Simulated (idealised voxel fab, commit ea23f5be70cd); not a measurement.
process module | voxel air gaps
240 nm wide, 5 nm square cells: that's cross-section cut.
When this document writes out a cross-section, it uses a grid of square cells and lists it as bands, beginning at the top and moving down, with a band standing for one or more rows of cells. Band: top and bottom heights (nm) first, top before bottom; then materials from left to right, widths in nm. "everywhere" marks a sole material filling the band edge to edge. "empty" denotes empty space. The level at which height equals 0 is the one under which the wafer, as it arrives, is entirely one material. No lower edge exists for the bottom band, which continues downward and is notated as in "0 nm and below". The notation "30->40" denotes a width that varies across the rows of cells in the band, beginning at the first number in the top row, finishing at the second number in the bottom row, and changing by an identical amount from each row to the next. Given "remained the same" for a step, no cell of the cross-section differs between before and after that step. Reported under the label "Sealed cavities" are the empty spaces having no open way to the top and comprising 8 cells or more; the notation for each is width x height at distance, in which the distance is measured from the left edge and all three values are in nm. after a step's settings: what the simulator itself notes on the step. "overlay nm" denotes, for a step that has a mask, the displacement of the mask to the right of its planned place, with negative values corresponding to the left.

**Steps in the process plan**
1) RECEIVE | material Si
2) CONFORMAL_DEP | material SiO2 | thk nm 15
3) CONFORMAL_DEP | material SiCN | thk nm 5
4) DIRECTIONAL_DEP | material SiO2 | thk nm 30
5) PATTERN | tone open | mask id LINES | material resist | width nm 20 | pitch nm 45 | thk nm 20 | overlay nm 0
6) DIRECTIONAL_ETCH | etch materials SiO2 | depth nm 30
7) STRIP | etch materials resist
8) CONFORMAL_DEP | material TiN | thk nm 5
9) FILL_DEP | material W | thk nm 10
10) CMP | height nm 50
11) EPI | material Ru | thk nm 10
12) SELECTIVE_ETCH | etch materials SiO2 | depth nm 40
13) CONFORMAL_DEP | material SiCN | thk nm 5

**The cross-section here shows the wafer as received, i.e. in its state after step 1**
> 0 nm and below = Si everywhere
> Sealed cavities: none

**End-of-module cross-section of the first of two wafers, processed as planned**
> 65 nm to 60 nm = empty 25 nm; SiCN 185 nm; empty 30 nm
> 60 nm to 50 nm = empty 25 nm; SiCN 5 nm; Ru 40 nm; SiCN 5 nm; Ru 40 nm; SiCN 5 nm; Ru 40 nm; SiCN 5 nm; Ru 40 nm; SiCN 5 nm; empty 30 nm
> 50 nm to 45 nm = empty 25 nm; SiCN 15 nm; TiN 5 nm; W 10 nm; TiN 5 nm; SiCN 25 nm; TiN 5 nm; W 10 nm; TiN 5 nm; SiCN 25 nm; TiN 5 nm; W 10 nm; TiN 5 nm; SiCN 25 nm; TiN 5 nm; W 10 nm; TiN 5 nm; SiCN 15 nm; empty 30 nm
> 45 nm to 25 nm = empty 35 nm; SiCN 5 nm; TiN 5 nm; W 10 nm; TiN 5 nm; SiCN 5 nm; empty 15 nm; SiCN 5 nm; TiN 5 nm; W 10 nm; TiN 5 nm; SiCN 5 nm; empty 15 nm; SiCN 5 nm; TiN 5 nm; W 10 nm; TiN 5 nm; SiCN 5 nm; empty 15 nm; SiCN 5 nm; TiN 5 nm; W 10 nm; TiN 5 nm; SiCN 5 nm; empty 40 nm
> 25 nm to 20 nm = SiCN 40 nm; TiN 20 nm; SiCN 25 nm; TiN 20 nm; SiCN 25 nm; TiN 20 nm; SiCN 25 nm; TiN 20 nm; SiCN 45 nm
> 20 nm to 15 nm = SiCN everywhere
> 15 nm to 0 nm = SiO2 everywhere
> 0 nm and below = Si everywhere
> Sealed cavities: 15 x 20 at 65; 15 x 20 at 110; 15 x 20 at 155

**Now the second wafer, cross-sectioned at the end of the module. Nothing different at the start, nothing different in the plan compared with the first, just one mistake when it was actually run**
> 65 nm to 60 nm = SiCN everywhere
> 60 nm to 50 nm = Ru everywhere
> 50 nm to 25 nm = W 35 nm; TiN 5 nm; SiO2 20 nm; TiN 5 nm; W 15 nm; TiN 5 nm; SiO2 20 nm; TiN 5 nm; W 15 nm; TiN 5 nm; SiO2 20 nm; TiN 5 nm; W 15 nm; TiN 5 nm; SiO2 20 nm; TiN 5 nm; W 40 nm
> 25 nm to 20 nm = TiN 40 nm; SiO2 20 nm; TiN 25 nm; SiO2 20 nm; TiN 25 nm; SiO2 20 nm; TiN 25 nm; SiO2 20 nm; TiN 45 nm
> 20 nm to 15 nm = SiCN everywhere
> 15 nm to 0 nm = SiO2 everywhere
> 0 nm and below = Si everywhere
> Sealed cavities: none
Which mistake was made when the wafer was run? step 5, actual vs plan mismatch, actual run PATTERN | tone cover | mask id LINES | material resist | width nm 20 | pitch nm 45 | thk nm 20 | overlay nm 0
The second wafer ends with more or fewer cells of some materials than the first, per final count: Ru: 32 more | SiCN: 84 fewer | SiO2: 96 more | TiN: 16 more | W: 80 more
Final closed voids: first wafer 3, second wafer 0.
